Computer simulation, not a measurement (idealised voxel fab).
Process module heading - voxel wiring stack
Each square cell in cross-section cut measures 5 nm, and the section as a whole is 180 nm wide.
In this document a cross-section is written as a grid of square cells. It is given as a series of bands, listed from the top down, and a band is one or more rows of cells.
Basically the band line says how high the top is and how high the bottom is, in nm, and then what's in it from left to right, every material with its width in nm. Empty space shows up as "blank", and if a single material carries "full width" it runs the full band edge to edge.
Where do heights start? At 0: under that level the wafer as delivered is made of one material only. And the lowest band has no floor; it just carries on downward, as in "z 0 and below".
You'd read "30 to 40" like this: the band's top row of cells is as wide as the first number, its bottom row is as wide as the second, and going down, every row changes width by the same amount as the row before did.
"identical to before" means the step left every cell of the cross-section as it was.
Entry "Non-vented voids". Content: empty spaces with no open connection to the top, size 8 cells or greater. Each: width x height at distance. Distance: from left edge. Unit: nm.
Read whatever lies past the settings on a step's line as the simulator's own remark about the step.
"overlay nm" answers the question of how far to the right of plan the mask lay on a step that has a mask, and when it is negative the answer is to the left.
# These are the steps we planned for the process
1 op RECEIVE | material Si
2 op CONFORMAL_DEP | material SiO2 | thk nm 15
3 op CONFORMAL_DEP | material SiN | thk nm 5
4 op DIRECTIONAL_DEP | material SiO2 | thk nm 15
5 op DIRECTIONAL_DEP | material aC | thk nm 15
6 op PATTERN | tone open | mask id METAL_1 | material resist | width nm 25 | pitch nm 40 | thk nm 35 | overlay nm 0
7 op DIRECTIONAL_ETCH | etch materials aC | depth nm 15
8 op STRIP | etch materials resist
9 op DIRECTIONAL_ETCH | etch materials SiO2 | depth nm 15
10 op DIRECTIONAL_ETCH | etch materials SiN | depth nm 5
11 op STRIP | etch materials aC
12 op CONFORMAL_DEP | material TiN | thk nm 5
13 op FILL_DEP | material Cu | thk nm 5
14 op CMP | height nm 35
15 op EPI | material Ru | thk nm 5
16 op FILL_DEP | material SiCN | thk nm 5
17 op DIRECTIONAL_DEP | material SiO2 | thk nm 10
18 op PATTERN | tone open | mask id PLUG_1 | material resist | width nm 15 | pitch nm 40 | thk nm 15 | overlay nm 0
19 op DIRECTIONAL_ETCH | etch materials SiO2 | depth nm 10
20 op DIRECTIONAL_ETCH | etch materials SiCN | depth nm 5
21 op STRIP | etch materials resist
22 op CONFORMAL_DEP | material TiN | thk nm 5
23 op FILL_DEP | material Ru | thk nm 10
24 op CMP | height nm 55
25 op DIRECTIONAL_DEP | material TiN | thk nm 5
26 op DIRECTIONAL_DEP | material W | thk nm 15
27 op PATTERN | tone cover | mask id METAL_2 | material resist | width nm 25 | pitch nm 40 | thk nm 20 | overlay nm 0
28 op DIRECTIONAL_ETCH | etch materials W | depth nm 15
29 op DIRECTIONAL_ETCH | etch materials TiN | depth nm 5
30 op STRIP | etch materials resist
31 op CONFORMAL_DEP | material SiN | thk nm 5
32 op FILL_DEP | material lowk | thk nm 10
33 op CMP | height nm 75
34 op CONFORMAL_DEP | material SiCN | thk nm 5
35 op DIRECTIONAL_DEP | material SiO2 | thk nm 30
36 op DIRECTIONAL_DEP | material aC | thk nm 10
37 op PATTERN | tone open | mask id METAL_3_HOLES | material resist | width nm 15 | thk nm 30 | overlay nm 0
38 op DIRECTIONAL_ETCH | etch materials aC | depth nm 10
39 op STRIP | etch materials resist
40 op DIRECTIONAL_ETCH | etch materials SiO2 | depth nm 30
41 op STRIP | etch materials aC
42 op DIRECTIONAL_DEP | material aC | thk nm 15
43 op PATTERN | tone open | mask id METAL_3 | material resist | width nm 25 | pitch nm 40 | thk nm 30 | overlay nm 0
44 op DIRECTIONAL_ETCH | etch materials aC | depth nm 15
45 op STRIP | etch materials resist
46 op DIRECTIONAL_ETCH | etch materials SiO2 | depth nm 15
47 op DIRECTIONAL_ETCH | etch materials SiCN | depth nm 5
48 op STRIP | etch materials aC
49 op CONFORMAL_DEP | material TiN | thk nm 5
50 op FILL_DEP | material Cu | thk nm 5
51 op CMP | height nm 110
52 op CONFORMAL_DEP | material SiN | thk nm 5
varied across the wafers: thk nm of step 12. The plan shows the first wafer's value. All wafers start alike
# The as-received cross-section of the first of several wafers corresponds to the state after step 1
- z 0 and below  Si full width
- Non-vented voids: none
# After the module's final step, step 52: the first of several wafers in cross-section
- z 115 to 110  SiN full width
- z 110 to 100  55 nm SiO2, then 5 nm TiN, then 15 nm Cu, then 5 nm TiN, then 15 nm SiO2, then 5 nm TiN, then 15 nm Cu, then 5 nm TiN, then 60 nm SiO2
- z 100 to 95  55 nm SiO2, then 5 nm TiN, then 5 nm Cu, then 15 nm TiN, then 15 nm SiO2, then 25 nm TiN, then 60 nm SiO2
- z 95 to 80  55 nm SiO2, then 5 nm TiN, then 5 nm Cu, then 5 nm TiN, then 110 nm SiO2
- z 80 to 75  55 nm SiCN, then 15 nm TiN, then 110 nm SiCN
- z 75 to 60  50 nm lowk, then 5 nm SiN, then 25 nm W, then 5 nm SiN, then 5 nm lowk, then 5 nm SiN, then 25 nm W, then 5 nm SiN, then 55 nm lowk
- z 60 to 55  55 nm SiN, then 25 nm TiN, then 15 nm SiN, then 25 nm TiN, then 60 nm SiN
- z 55 to 45  55 nm SiO2, then 5 nm TiN, then 5 nm Ru, then 5 nm TiN, then 25 nm SiO2, then 5 nm TiN, then 5 nm Ru, then 5 nm TiN, then 70 nm SiO2
- z 45 to 40  55 nm SiCN, then 15 nm TiN, then 25 nm SiCN, then 15 nm TiN, then 70 nm SiCN
- z 40 to 35  50 nm SiCN, then 35 nm Ru, then 5 nm SiCN, then 35 nm Ru, then 55 nm SiCN
- z 35 to 20  55 nm SiO2, then 5 nm TiN, then 15 nm Cu, then 5 nm TiN, then 15 nm SiO2, then 5 nm TiN, then 15 nm Cu, then 5 nm TiN, then 60 nm SiO2
- z 20 to 15  55 nm SiN, then 25 nm TiN, then 15 nm SiN, then 25 nm TiN, then 60 nm SiN
- z 15 to 0  SiO2 full width
- z 0 and below  Si full width
- Non-vented voids: none
# X-section, last wafer, module end
- z 115 to 110  SiN full width
- z 110 to 100  55 nm SiO2, then 5 nm TiN, then 15 nm Cu, then 5 nm TiN, then 15 nm SiO2, then 5 nm TiN, then 15 nm Cu, then 5 nm TiN, then 60 nm SiO2
- z 100 to 95  55 nm SiO2, then 5 nm TiN, then 5 nm Cu, then 15 nm TiN, then 15 nm SiO2, then 25 nm TiN, then 60 nm SiO2
- z 95 to 80  55 nm SiO2, then 5 nm TiN, then 5 nm Cu, then 5 nm TiN, then 110 nm SiO2
- z 80 to 75  55 nm SiCN, then 15 nm TiN, then 110 nm SiCN
- z 75 to 60  50 nm lowk, then 5 nm SiN, then 25 nm W, then 5 nm SiN, then 5 nm lowk, then 5 nm SiN, then 25 nm W, then 5 nm SiN, then 55 nm lowk
- z 60 to 55  55 nm SiN, then 25 nm TiN, then 15 nm SiN, then 25 nm TiN, then 60 nm SiN
- z 55 to 45  55 nm SiO2, then 5 nm TiN, then 5 nm Ru, then 5 nm TiN, then 25 nm SiO2, then 5 nm TiN, then 5 nm Ru, then 5 nm TiN, then 70 nm SiO2
- z 45 to 40  55 nm SiCN, then 15 nm TiN, then 25 nm SiCN, then 15 nm TiN, then 70 nm SiCN
- z 40 to 35  50 nm SiCN, then 35 nm Ru, then 5 nm SiCN, then 35 nm Ru, then 55 nm SiCN
- z 35 to 20  55 nm SiO2, then 25 nm TiN, then 15 nm SiO2, then 25 nm TiN, then 60 nm SiO2
- z 20 to 15  55 nm SiN, then 25 nm TiN, then 15 nm SiN, then 25 nm TiN, then 60 nm SiN
- z 15 to 0  SiO2 full width
- z 0 and below  Si full width
- Non-vented voids: none
# Each row below is a wafer at the end of the module, listing for every material the number of cells it has gained (+) or lost (-) since it was received, followed by its closed voids
thk nm 5 | +34 Cu | +18 Ru | +85 SiCN | +100 SiN | +423 SiO2 | +72 TiN | +30 W | +66 lowk | Non-vented voids: none
thk nm 10 | +20 Cu | +18 Ru | +85 SiCN | +100 SiN | +423 SiO2 | +86 TiN | +30 W | +66 lowk | Non-vented voids: none
thk nm 15 | +16 Cu | +18 Ru | +85 SiCN | +100 SiN | +423 SiO2 | +90 TiN | +30 W | +66 lowk | Non-vented voids: none
thk nm 20 | +16 Cu | +18 Ru | +85 SiCN | +100 SiN | +423 SiO2 | +90 TiN | +30 W | +66 lowk | Non-vented voids: none
